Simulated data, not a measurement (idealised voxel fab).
The following process module bears the name voxel released beams.
In the cross-section labelled cut, the width is 180 nm and each square cell is 5 nm.
Cross-section = grid of square cells, listed top down in bands; band = one or more rows.
Band entry format. Leading values: height of top, height of bottom, nm. Remainder: materials in left-to-right order, each with its width in nm. Special words: "full width" on a single material, which then fills the band edge to edge; "air", empty space.
A quick word on heights: they are counted from 0, and under that level the wafer as it came to us is one material throughout. The lowest band is different from the rest in having no bottom; it simply continues downward, written as in "z 0 and below".
A width given as "30->40" starts at the first number in the band's top row and ends at the second number in its bottom row, shifting by an equal amount at every step from row to row.
Given "nothing different" for a step, no cell of the cross-section differs between before and after that step.
Basically, "Completely sealed voids" tells you about the enclosed voids: empty spaces with no open way to the top, 8 cells or bigger, each written width x height at distance, where distance is from the left edge, all in nm.
If you see something after the settings on a step's line, that's the simulator's own remark about that step.
overlay nm: for a step with a mask, the amount by which the mask lay right of where it was planned; a negative amount means left of it.
The steps planned for the process are as follows:
| 1 | op RECEIVE | material Si |
| 2 | op CONFORMAL_DEP | material SiN | thk nm 5 |
| 3 | op DIRECTIONAL_DEP | material SiO2 | thk nm 15 |
| 4 | op DIRECTIONAL_DEP | material aC | thk nm 15 |
| 5 | op PATTERN | tone open | mask id ANCHOR | material resist | width nm 25 | thk nm 30 | overlay nm 0 |
| 6 | op DIRECTIONAL_ETCH | etch materials aC | depth nm 15 |
| 7 | op STRIP | etch materials resist |
| 8 | op DIRECTIONAL_ETCH | etch materials SiO2 | depth nm 15 |
| 9 | op STRIP | etch materials aC |
| 10 | op CONFORMAL_DEP | material polySi | thk nm 10 |
| 11 | op DIRECTIONAL_DEP | material aC | thk nm 15 |
| 12 | op PATTERN | tone cover | mask id BEAM | material resist | width nm 110 | thk nm 30 | overlay nm 0 |
| 13 | op DIRECTIONAL_ETCH | etch materials aC | depth nm 15 |
| 14 | op STRIP | etch materials resist |
| 15 | op DIRECTIONAL_ETCH | etch materials polySi | depth nm 10 |
| 16 | op STRIP | etch materials aC |
| 17 | op STRIP | etch materials SiO2 |
Here's what the wafer looked like in cross-section when it arrived - that's after step 1:
> z 0 and below = Si full width
> Completely sealed voids: none
Here's the cross-section of the first of our two wafers at the end of the module - it ran as planned:
> z 30 to 20 = air 30 nm, then polySi 15 nm, then air 5 nm, then polySi 90 nm, then air 40 nm
> z 20 to 15 = air 35 nm, then polySi 10 nm, then air 5 nm, then polySi 10 nm, then air 120 nm
> z 15 to 5 = air 35 nm, then polySi 25 nm, then air 120 nm
> z 5 to 0 = SiN full width
> z 0 and below = Si full width
> Completely sealed voids: none
Cross-section, wafer two of two, end of module: same start and plan as wafer one, one error in execution:
> z 30 to 20 = air 30 nm, then polySi 40 nm, then air 110 nm
> z 20 to 15 = air 25 nm, then polySi 10 nm, then SiO2 25 nm, then polySi 10 nm, then air 110 nm
> z 15 to 5 = air 25 nm, then polySi 10 nm, then SiO2 25 nm, then polySi 80 nm, then air 40 nm
> z 5 to 0 = SiN full width
> z 0 and below = Si full width
> Completely sealed voids: none
Processing error: step 5: run off-plan, actual operation and settings op PATTERN | tone cover | mask id ANCHOR | material resist | width nm 25 | thk nm 30 | overlay nm 0
Materials where the second wafer ends with more or fewer cells than the first: SiO2 +15
